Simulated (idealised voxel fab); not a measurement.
process module | voxel air gaps
cross-section cut | 175 nm wide | cells 5 nm
A cross-section is a grid of square cells, given in bands from the top down. A band is one or more rows of cells.
Each band's line starts with the height of the band's top and of its bottom, in nm. Then come its materials from left to right, each with its width in nm. One material with "throughout" fills the band from edge to edge. "air" is empty space.
Height 0 is the level under which the wafer as received is all one material. The lowest band goes on downwards, as in "0 down".
A width such as "30 to 40" changes by the same amount from each row of cells to the next, from the band's top row to its bottom row.
"no change" after a step means that no cell of the cross-section changed.
closed voids: empty space of 8 cells or more with no open way to the top, each as width x height at its distance from the left edge, in nm
after a step's settings: what the simulator itself notes on the step
overlay nm, on a step with a mask: how far to the right of its planned place the mask lay; to the left if negative
plan
1 op RECEIVE | material Si
2 op CONFORMAL_DEP | material SiO2 | thk nm 15
3 op CONFORMAL_DEP | material SiCN | thk nm 5
4 op DIRECTIONAL_DEP | material SiO2 | thk nm 30
5 op DIRECTIONAL_DEP | material aC | thk nm 15
6 op PATTERN | tone open | mask id LINES | material resist | width nm 25 | pitch nm 50 | thk nm 35 | overlay nm 0
7 op DIRECTIONAL_ETCH | etch materials aC | depth nm 15
8 op STRIP | etch materials resist
9 op DIRECTIONAL_ETCH | etch materials SiO2 | depth nm 30
10 op STRIP | etch materials aC
11 op CONFORMAL_DEP | material TiN | thk nm 5
12 op FILL_DEP | material Cu | thk nm 10
13 op CMP | height nm 50
14 op EPI | material Ru | thk nm 10
15 op SELECTIVE_ETCH | etch materials SiO2 | depth nm 40
16 op CONFORMAL_DEP | material SiCN | thk nm 5
first wafer, as planned
as received, after step 1
  0 down: Si throughout
  closed voids: none
after step 2
  15 to 0: SiO2 throughout
  below 0: unchanged
after step 3
  20 to 15: SiCN throughout
  below 15: unchanged
after step 4
  50 to 20: SiO2 throughout
  below 20: unchanged
after step 5
  65 to 50: aC throughout
  below 50: unchanged
after step 6
  100 to 65: resist 25 | air 25 | resist 25 | air 25 | resist 25 | air 25 | resist 25
  below 65: unchanged
after step 7
  85 to 65: resist 25 | air 25 | resist 25 | air 25 | resist 25 | air 25 | resist 25
  65 to 50: aC 25 | air 25 | aC 25 | air 25 | aC 25 | air 25 | aC 25
  below 50: unchanged
after step 8
  65 to 50: aC 25 | air 25 | aC 25 | air 25 | aC 25 | air 25 | aC 25
  below 50: unchanged
after step 9
  65 to 50: aC 25 | air 25 | aC 25 | air 25 | aC 25 | air 25 | aC 25
  50 to 20: SiO2 25 | air 25 | SiO2 25 | air 25 | SiO2 25 | air 25 | SiO2 25
  below 20: unchanged
after step 10
  50 to 20: SiO2 25 | air 25 | SiO2 25 | air 25 | SiO2 25 | air 25 | SiO2 25
  below 20: unchanged
after step 11
  55 to 50: TiN 30 | air 15 | TiN 35 | air 15 | TiN 35 | air 15 | TiN 30
  50 to 25: SiO2 25 | TiN 5 | air 15 | TiN 5 | SiO2 25 | TiN 5 | air 15 | TiN 5 | SiO2 25 | TiN 5 | air 15 | TiN 5 | SiO2 25
  25 to 20: SiO2 25 | TiN 25 | SiO2 25 | TiN 25 | SiO2 25 | TiN 25 | SiO2 25
  below 20: unchanged
after step 12
  65 to 55: Cu throughout
  55 to 50: TiN 30 | Cu 15 | TiN 35 | Cu 15 | TiN 35 | Cu 15 | TiN 30
  50 to 25: SiO2 25 | TiN 5 | Cu 15 | TiN 5 | SiO2 25 | TiN 5 | Cu 15 | TiN 5 | SiO2 25 | TiN 5 | Cu 15 | TiN 5 | SiO2 25
  below 25: unchanged
after step 13
  50 to 25: SiO2 25 | TiN 5 | Cu 15 | TiN 5 | SiO2 25 | TiN 5 | Cu 15 | TiN 5 | SiO2 25 | TiN 5 | Cu 15 | TiN 5 | SiO2 25
  below 25: unchanged
after step 14
  60 to 50: air 15 | Ru 45 | air 5 | Ru 45 | air 5 | Ru 45 | air 15
  below 50: unchanged
after step 15
  60 to 50: air 15 | Ru 45 | air 5 | Ru 45 | air 5 | Ru 45 | air 15
  50 to 25: air 25 | TiN 5 | Cu 15 | TiN 5 | air 25 | TiN 5 | Cu 15 | TiN 5 | air 25 | TiN 5 | Cu 15 | TiN 5 | air 25
  25 to 20: air 25 | TiN 25 | air 25 | TiN 25 | air 25 | TiN 25 | air 25
  below 20: unchanged
after step 16
  65 to 60: air 10 | SiCN 155 | air 10
  60 to 50: air 10 | SiCN 5 | Ru 45 | SiCN 5 | Ru 45 | SiCN 5 | Ru 45 | SiCN 5 | air 10
  50 to 45: air 10 | SiCN 15 | TiN 5 | Cu 15 | TiN 5 | SiCN 25 | TiN 5 | Cu 15 | TiN 5 | SiCN 25 | TiN 5 | Cu 15 | TiN 5 | SiCN 15 | air 10
  45 to 25: air 20 | SiCN 5 | TiN 5 | Cu 15 | TiN 5 | SiCN 5 | air 15 | SiCN 5 | TiN 5 | Cu 15 | TiN 5 | SiCN 5 | air 15 | SiCN 5 | TiN 5 | Cu 15 | TiN 5 | SiCN 5 | air 20
  25 to 20: SiCN 25 | TiN 25 | SiCN 25 | TiN 25 | SiCN 25 | TiN 25 | SiCN 25
  below 20: unchanged
  closed voids: 15 x 20 at 55; 15 x 20 at 105
second wafer: like start, like plan, one mistake. Through step 2 it matches the first wafer
when step 3 should have ended
  30 to 15: SiCN throughout
  below 15: unchanged
when step 4 should have ended
  60 to 30: SiO2 throughout
  below 30: unchanged
when step 5 should have ended
  75 to 60: aC throughout
  below 60: unchanged
when step 6 should have ended
  110 to 75: resist 25 | air 25 | resist 25 | air 25 | resist 25 | air 25 | resist 25
  below 75: unchanged
when step 7 should have ended
  95 to 75: resist 25 | air 25 | resist 25 | air 25 | resist 25 | air 25 | resist 25
  75 to 60: aC 25 | air 25 | aC 25 | air 25 | aC 25 | air 25 | aC 25
  below 60: unchanged
when step 8 should have ended
  75 to 60: aC 25 | air 25 | aC 25 | air 25 | aC 25 | air 25 | aC 25
  below 60: unchanged
when step 9 should have ended
  75 to 60: aC 25 | air 25 | aC 25 | air 25 | aC 25 | air 25 | aC 25
  60 to 30: SiO2 25 | air 25 | SiO2 25 | air 25 | SiO2 25 | air 25 | SiO2 25
  below 30: unchanged
when step 10 should have ended
  60 to 30: SiO2 25 | air 25 | SiO2 25 | air 25 | SiO2 25 | air 25 | SiO2 25
  below 30: unchanged
when step 11 should have ended
  65 to 60: TiN 30 | air 15 | TiN 35 | air 15 | TiN 35 | air 15 | TiN 30
  60 to 35: SiO2 25 | TiN 5 | air 15 | TiN 5 | SiO2 25 | TiN 5 | air 15 | TiN 5 | SiO2 25 | TiN 5 | air 15 | TiN 5 | SiO2 25
  35 to 30: SiO2 25 | TiN 25 | SiO2 25 | TiN 25 | SiO2 25 | TiN 25 | SiO2 25
  below 30: unchanged
when step 12 should have ended
  75 to 65: Cu throughout
  65 to 60: TiN 30 | Cu 15 | TiN 35 | Cu 15 | TiN 35 | Cu 15 | TiN 30
  60 to 35: SiO2 25 | TiN 5 | Cu 15 | TiN 5 | SiO2 25 | TiN 5 | Cu 15 | TiN 5 | SiO2 25 | TiN 5 | Cu 15 | TiN 5 | SiO2 25
  below 35: unchanged
when step 13 should have ended
  50 to 35: SiO2 25 | TiN 5 | Cu 15 | TiN 5 | SiO2 25 | TiN 5 | Cu 15 | TiN 5 | SiO2 25 | TiN 5 | Cu 15 | TiN 5 | SiO2 25
  below 35: unchanged
when step 14 should have ended
  60 to 50: air 15 | Ru 45 | air 5 | Ru 45 | air 5 | Ru 45 | air 15
  below 50: unchanged
when step 15 should have ended
  60 to 50: air 15 | Ru 45 | air 5 | Ru 45 | air 5 | Ru 45 | air 15
  50 to 35: air 25 | TiN 5 | Cu 15 | TiN 5 | air 25 | TiN 5 | Cu 15 | TiN 5 | air 25 | TiN 5 | Cu 15 | TiN 5 | air 25
  35 to 30: air 25 | TiN 25 | air 25 | TiN 25 | air 25 | TiN 25 | air 25
  below 30: unchanged
when step 16 should have ended
  65 to 60: air 10 | SiCN 155 | air 10
  60 to 50: air 10 | SiCN 5 | Ru 45 | SiCN 5 | Ru 45 | SiCN 5 | Ru 45 | SiCN 5 | air 10
  50 to 45: air 10 | SiCN 15 | TiN 5 | Cu 15 | TiN 5 | SiCN 25 | TiN 5 | Cu 15 | TiN 5 | SiCN 25 | TiN 5 | Cu 15 | TiN 5 | SiCN 15 | air 10
  45 to 35: air 20 | SiCN 5 | TiN 5 | Cu 15 | TiN 5 | SiCN 5 | air 15 | SiCN 5 | TiN 5 | Cu 15 | TiN 5 | SiCN 5 | air 15 | SiCN 5 | TiN 5 | Cu 15 | TiN 5 | SiCN 5 | air 20
  35 to 30: SiCN 25 | TiN 25 | SiCN 25 | TiN 25 | SiCN 25 | TiN 25 | SiCN 25
  below 30: unchanged
what went wrong: step 3 ran as: op CONFORMAL_DEP | material SiCN | thk nm 15
at the end the second wafer has, in cells: 18 fewer of Cu | 58 more of SiCN | 12 fewer of TiN
closed voids at the end (first wafer, second wafer): 2, 0
